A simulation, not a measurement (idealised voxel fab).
The document below concerns the process module designated voxel trench capacitor.
160 nm wide, 5 nm square cells: that's cross-section cut.
Bands, listed from the top down, are how a cross-section gets written in this document; the cross-section itself is a grid of square cells, and a band is one or more rows of them. Read a band's entry like this: the first values are the height of its top and the height of its bottom in nm, and what follows is the sequence of materials from left to right, each with its width in nm. Note that "blank" is empty space, and that a single material marked "full width" reaches across the band from edge to edge. Counting heights begins at 0, where everything beneath is, in the wafer as received, one material. The lowest band has no bottom; it goes on downwards, as "0..down" shows. It should be noted that a width expressed as "30..40" varies in equal increments from row to row of cells within the band, taking the value of the first number at the top row and that of the second number at the bottom row. A step reported as "same as before" is a step in which no cell of the cross-section changed. "Trapped void list" enumerates empty spaces isolated from the top, with no open way to it, that contain at least 8 cells, giving each as width x height at distance from the left edge, all three in nm. Anything after a step's settings on that line? It's the simulator's own note about the step. What "overlay nm" on a step's line means: if the step has a mask, that mask lay this far to the right of its planned place, or, when the value is negative, to the left.
[Planned step list for the process]
1. op RECEIVE | material Si
2. op CONFORMAL_DEP | material SiN | thk nm 10
3. op MASKED_ETCH | tone open | mask id TRENCH | width nm 30 | pitch nm 45 | etch materials SiN | depth nm 10 | overlay nm 0
4. op MASKED_ETCH | tone open | mask id TRENCH | width nm 30 | pitch nm 45 | etch materials Si | depth nm 40 | overlay nm 0
5. op CONFORMAL_DEP | material Al2O3 | thk nm 5
6. op CONFORMAL_DEP | material TiN | thk nm 5
7. op FILL_DEP | material W | thk nm 5
8. op CMP | height nm 10
[This is the cross-section of the wafer as we received it, i.e. after step 1]
- 0..down  Si full width
- Trapped void list: none
[Run as planned - first of the two wafers cross-sectioned at the end of the module]
- 10..0  SiN=40, then Al2O3=5, then TiN=5, then W=10, then TiN=5, then Al2O3=5, then SiN=15, then Al2O3=5, then TiN=5, then W=10, then TiN=5, then Al2O3=5, then SiN=45
- 0..-30  Si=40, then Al2O3=5, then TiN=5, then W=10, then TiN=5, then Al2O3=5, then Si=15, then Al2O3=5, then TiN=5, then W=10, then TiN=5, then Al2O3=5, then Si=45
- -30..-35  Si=40, then Al2O3=5, then TiN=20, then Al2O3=5, then Si=15, then Al2O3=5, then TiN=20, then Al2O3=5, then Si=45
- -35..-40  Si=40, then Al2O3=30, then Si=15, then Al2O3=30, then Si=45
- -40..down  Si full width
- Trapped void list: none
[Wafer two, end of module, cross-section. Same start, same plan as wafer one. One mistake in the run]
- 10..5  TiN=35, then Al2O3=5, then SiN=30, then Al2O3=5, then TiN=5, then Al2O3=5, then SiN=30, then Al2O3=5, then TiN=40
- 5..0  Al2O3=40, then SiN=30, then Al2O3=15, then SiN=30, then Al2O3=45
- 0..down  Si full width
- Trapped void list: none
Deviation noted in wafer processing: contrary to plan, step 3 was performed as op MASKED_ETCH | tone cover | mask id TRENCH | width nm 30 | pitch nm 45 | etch materials SiN | depth nm 10 | overlay nm 0
Once processing is complete, comparing cell counts shows that the second wafer has more or fewer of certain materials than the first: Al2O3: 24 fewer, Si: 96 more, SiN: 16 fewer, TiN: 24 fewer, W: 32 fewer
